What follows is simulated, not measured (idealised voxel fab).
Name of the process module below: voxel wiring stack
Each square cell in cross-section cut measures 5 nm, and the section as a whole is 220 nm wide.
Cross-section format: a grid of square cells, given as bands from top to bottom; each band is one or more rows of cells. Read a band's entry like this: the first values are the height of its top and the height of its bottom in nm, and what follows is the sequence of materials from left to right, each with its width in nm. Note that "blank" is empty space, and that a single material marked "full width" reaches across the band from edge to edge. Where do heights start? At 0: under that level the wafer as delivered is made of one material only. And the lowest band has no floor; it just carries on downward, as in "0 -> down". The expression "30 to 40" gives the width at the extremes of the band, the first number at its top row of cells and the second at its bottom row, with the width changing by equal amounts from each row to the next in between. "nothing changed" means the step left every cell of the cross-section as it was. Entry "Closed cavities" = empty spaces >= 8 cells with no open way to the top; each as width x height at distance, distance from left edge, all nm. What comes after the settings on a step's line is commentary from the simulator itself on that step. The line of a step may include "overlay nm". On a step with a mask, this value is how far to the right of its planned place the mask lay. A negative value means the mask lay to the left.

So here's the lineup of process steps we planned:
step 1: RECEIVE [material Si]
step 2: CONFORMAL_DEP [material SiO2] [thk nm 15]
step 3: CONFORMAL_DEP [material SiN] [thk nm 5]
step 4: DIRECTIONAL_DEP [material SiO2] [thk nm 25]
step 5: MASKED_ETCH [tone open] [mask id METAL_1] [width nm 25] [pitch nm 45] [etch materials SiO2] [depth nm 25] [overlay nm 0]
step 6: MASKED_ETCH [tone open] [mask id METAL_1] [width nm 25] [pitch nm 45] [etch materials SiN] [depth nm 5] [overlay nm 0]
step 7: CONFORMAL_DEP [material TiN] [thk nm 5]
step 8: FILL_DEP [material Cu] [thk nm 10]
step 9: CMP [height nm 45]
step 10: CONFORMAL_DEP [material SiCN] [thk nm 5]
step 11: DIRECTIONAL_DEP [material SiO2] [thk nm 15]
step 12: MASKED_ETCH [tone open] [mask id PLUG_1] [width nm 15] [pitch nm 45] [etch materials SiO2] [depth nm 15] [overlay nm 0]
step 13: MASKED_ETCH [tone open] [mask id PLUG_1] [width nm 15] [pitch nm 45] [etch materials SiCN] [depth nm 5] [overlay nm 0]
step 14: EPI [material Ru] [thk nm 10]
step 15: EPI [material Ru] [thk nm 10]
step 16: CONFORMAL_DEP [material SiN] [thk nm 5]
step 17: DIRECTIONAL_DEP [material lowk] [thk nm 20]
step 18: PATTERN [tone open] [mask id METAL_2] [material resist] [width nm 25] [pitch nm 45] [thk nm 20] [overlay nm 0]
step 19: DIRECTIONAL_ETCH [etch materials lowk] [depth nm 20]
step 20: DIRECTIONAL_ETCH [etch materials SiN] [depth nm 5]
step 21: STRIP [etch materials resist]
step 22: CONFORMAL_DEP [material TiN] [thk nm 5]
step 23: FILL_DEP [material Cu] [thk nm 10]
step 24: CMP [height nm 90]
step 25: CONFORMAL_DEP [material SiCN] [thk nm 5]
step 26: DIRECTIONAL_DEP [material SiO2] [thk nm 30]
step 27: MASKED_ETCH [tone open] [mask id METAL_3_HOLES] [width nm 15] [pitch nm 45] [etch materials SiO2] [depth nm 30] [overlay nm 0]
step 28: MASKED_ETCH [tone open] [mask id METAL_3] [width nm 25] [pitch nm 45] [etch materials SiO2] [depth nm 20] [overlay nm 0]
step 29: MASKED_ETCH [tone open] [mask id METAL_3] [width nm 25] [pitch nm 45] [etch materials SiCN] [depth nm 5] [overlay nm 0]
step 30: CONFORMAL_DEP [material TiN] [thk nm 5]
step 31: FILL_DEP [material Cu] [thk nm 10]
step 32: CMP [height nm 125]
step 33: CONFORMAL_DEP [material SiCN] [thk nm 5]
step 34: DIRECTIONAL_DEP [material lowk] [thk nm 25]
step 35: MASKED_ETCH [tone open] [mask id METAL_4_HOLES] [width nm 15] [pitch nm 90] [etch materials lowk] [depth nm 25] [overlay nm 0]
step 36: PATTERN [tone open] [mask id METAL_4] [material resist] [width nm 25] [pitch nm 45] [thk nm 20] [overlay nm 0]
step 37: DIRECTIONAL_ETCH [etch materials lowk] [depth nm 15]
step 38: DIRECTIONAL_ETCH [etch materials SiCN] [depth nm 5]
step 39: STRIP [etch materials resist]
step 40: CONFORMAL_DEP [material TiN] [thk nm 5]
step 41: FILL_DEP [material Cu] [thk nm 10]
step 42: CMP [height nm 155]
step 43: CONFORMAL_DEP [material SiCN] [thk nm 5]

Cross-section of the wafer as it came to us, i.e., already through step 1:
> 0 -> down  Si full width
> Closed cavities: none

The plan above was carried out on the starting structure above with one mistake, and this cross-section shows the wafer at the end of the module:
> 160 -> 155  SiCN full width
> 155 -> 145  50 lowk, 5 TiN, 15 Cu, 5 TiN, 20 lowk, 5 TiN, 15 Cu, 5 TiN, 20 lowk, 5 TiN, 15 Cu, 5 TiN, 55 lowk
> 145 -> 140  50 lowk, 5 TiN, 5 Cu, 15 TiN, 20 lowk, 25 TiN, 20 lowk, 5 TiN, 5 Cu, 15 TiN, 55 lowk
> 140 -> 130  50 lowk, 5 TiN, 5 Cu, 5 TiN, 75 lowk, 5 TiN, 5 Cu, 5 TiN, 65 lowk
> 130 -> 125  50 SiCN, 15 TiN, 75 SiCN, 15 TiN, 65 SiCN
> 125 -> 110  50 SiO2, 5 TiN, 5 Cu, 5 TiN, 30 SiO2, 5 TiN, 5 Cu, 5 TiN, 30 SiO2, 5 TiN, 5 Cu, 5 TiN, 65 SiO2
> 110 -> 105  50 SiO2, 15 TiN, 30 SiO2, 15 TiN, 30 SiO2, 15 TiN, 65 SiO2
> 105 -> 95  SiO2 full width
> 95 -> 90  SiCN full width
> 90 -> 70  50 lowk, 5 TiN, 15 Cu, 5 TiN, 20 lowk, 5 TiN, 15 Cu, 5 TiN, 20 lowk, 5 TiN, 15 Cu, 5 TiN, 55 lowk
> 70 -> 65  50 SiN, 25 TiN, 20 SiN, 25 TiN, 20 SiN, 25 TiN, 55 SiN
> 65 -> 50  50 SiO2, 15 Ru, 30 SiO2, 15 Ru, 30 SiO2, 15 Ru, 65 SiO2
> 50 -> 45  50 SiCN, 15 Ru, 30 SiCN, 15 Ru, 30 SiCN, 15 Ru, 65 SiCN
> 45 -> 20  50 SiO2, 5 TiN, 15 Cu, 5 TiN, 20 SiO2, 5 TiN, 15 Cu, 5 TiN, 20 SiO2, 5 TiN, 15 Cu, 5 TiN, 55 SiO2
> 20 -> 15  50 SiN, 25 TiN, 20 SiN, 25 TiN, 20 SiN, 25 TiN, 55 SiN
> 15 -> 0  SiO2 full width
> 0 -> down  Si full width
> Closed cavities: none
What went wrong in running the wafer? execution of plan step 26 occurred twice
